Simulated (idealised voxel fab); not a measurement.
You're looking at the process module voxel air gaps.
280 nm wide, 5 nm square cells: that's cross-section cut.
Throughout this document, each cross-section is represented as a grid of square cells and is presented as a sequence of bands enumerated from the top downward, where a band comprises one or more rows of cells. The entry gives the band's vertical extent as a top height and a bottom height in nm, then its horizontal make-up as materials from left to right, each with a width in nm. "air" stands for empty space; a single material marked "edge to edge" fills the band edge to edge. The reference from which all heights are counted is 0, the level beneath which the as-received wafer is entirely one material; the lowest band, having no lower bound, proceeds downward and is written after the example "0 and below". A width given as "30 to 40" starts at the first number in the band's top row and ends at the second number in its bottom row, shifting by an equal amount at every step from row to row. You'll sometimes find "no alteration" written for a step, and that's the way of saying that nowhere in the cross-section did a cell change during that step. If an empty space has no open way to the top and is at least 8 cells in size, "Entrapped void list" lists it, written width x height at distance, where distance is measured from the left edge and every value is in nm. Note: text after step settings on the step line = simulator remark on that step. "overlay nm", when on a step's line for a step with a mask, measures how far to the right of its planned place the mask lay; a negative measure means to the left.
PLANNED STEP LIST FOR THE PROCESS
1 RECEIVE [material Si]
2 CONFORMAL_DEP [material SiO2] [thk nm 10]
3 CONFORMAL_DEP [material SiCN] [thk nm 5]
4 DIRECTIONAL_DEP [material lowk] [thk nm 40]
5 DIRECTIONAL_DEP [material aC] [thk nm 15]
6 PATTERN [tone open] [mask id LINES] [material resist] [width nm 25] [pitch nm 50] [thk nm 30] [overlay nm 0]
7 DIRECTIONAL_ETCH [etch materials aC] [depth nm 15]
8 STRIP [etch materials resist]
9 DIRECTIONAL_ETCH [etch materials lowk] [depth nm 40]
10 STRIP [etch materials aC]
11 CONFORMAL_DEP [material TiN] [thk nm 5]
12 FILL_DEP [material Ru] [thk nm 10]
13 CMP [height nm 55]
14 EPI [material Ru] [thk nm 10]
15 SELECTIVE_ETCH [etch materials lowk] [depth nm 50]
16 CONFORMAL_DEP [material SiCN] [thk nm 5]
AS-RECEIVED STATE OF THE WAFER IN CROSS-SECTION, EQUIVALENT TO POST-STEP 1
    0 and below  Si edge to edge
    Entrapped void list: none
MODULE COMPLETE - CROSS-SECTION OF THE FIRST OF TWO WAFERS, RUN ACCORDING TO PLAN
    70 down to 65  air 60 nm; SiCN 155 nm; air 65 nm
    65 down to 55  air 60 nm; SiCN 5 nm; Ru 45 nm; SiCN 5 nm; Ru 45 nm; SiCN 5 nm; Ru 45 nm; SiCN 5 nm; air 65 nm
    55 down to 50  air 60 nm; SiCN 15 nm; TiN 5 nm; Ru 15 nm; TiN 5 nm; SiCN 25 nm; TiN 5 nm; Ru 15 nm; TiN 5 nm; SiCN 25 nm; TiN 5 nm; Ru 15 nm; TiN 5 nm; SiCN 15 nm; air 65 nm
    50 down to 20  air 70 nm; SiCN 5 nm; TiN 5 nm; Ru 15 nm; TiN 5 nm; SiCN 5 nm; air 15 nm; SiCN 5 nm; TiN 5 nm; Ru 15 nm; TiN 5 nm; SiCN 5 nm; air 15 nm; SiCN 5 nm; TiN 5 nm; Ru 15 nm; TiN 5 nm; SiCN 5 nm; air 75 nm
    20 down to 15  SiCN 75 nm; TiN 25 nm; SiCN 25 nm; TiN 25 nm; SiCN 25 nm; TiN 25 nm; SiCN 80 nm
    15 down to 10  SiCN edge to edge
    10 down to 0  SiO2 edge to edge
    0 and below  Si edge to edge
    Entrapped void list: 15 x 30 at 105; 15 x 30 at 155
SECOND OF TWO WAFERS, MODULE COMPLETE, SECTIONED: IT SHARES THE FIRST WAFER'S START AND PLAN BUT WAS RUN WITH ONE MISTAKE
    70 down to 65  air 55 nm; SiCN 165 nm; air 60 nm
    65 down to 55  air 55 nm; SiCN 5 nm; Ru 155 nm; SiCN 5 nm; air 60 nm
    55 down to 50  air 55 nm; SiCN 15 nm; TiN 5 nm; Ru 25 nm; TiN 5 nm; lowk 15 nm; TiN 5 nm; Ru 25 nm; TiN 5 nm; lowk 15 nm; TiN 5 nm; Ru 25 nm; TiN 5 nm; SiCN 15 nm; air 60 nm
    50 down to 20  air 65 nm; SiCN 5 nm; TiN 5 nm; Ru 25 nm; TiN 5 nm; lowk 15 nm; TiN 5 nm; Ru 25 nm; TiN 5 nm; lowk 15 nm; TiN 5 nm; Ru 25 nm; TiN 5 nm; SiCN 5 nm; air 70 nm
    20 down to 15  SiCN 70 nm; TiN 35 nm; lowk 15 nm; TiN 35 nm; lowk 15 nm; TiN 35 nm; SiCN 75 nm
    15 down to 10  SiCN edge to edge
    10 down to 0  SiO2 edge to edge
    0 and below  Si edge to edge
    Entrapped void list: none
What went wrong in running the wafer? in deviation from the planned setting, step 6 was conducted as PATTERN [tone open] [mask id LINES] [material resist] [width nm 35] [pitch nm 50] [thk nm 30] [overlay nm 0]
End check, counted in cells, second wafer has more or fewer of these materials than the first: Ru: 50 more | SiCN: 48 fewer | TiN: 6 more | lowk: 48 more
At the end, the first wafer has 2 closed voids and the second wafer has 0.
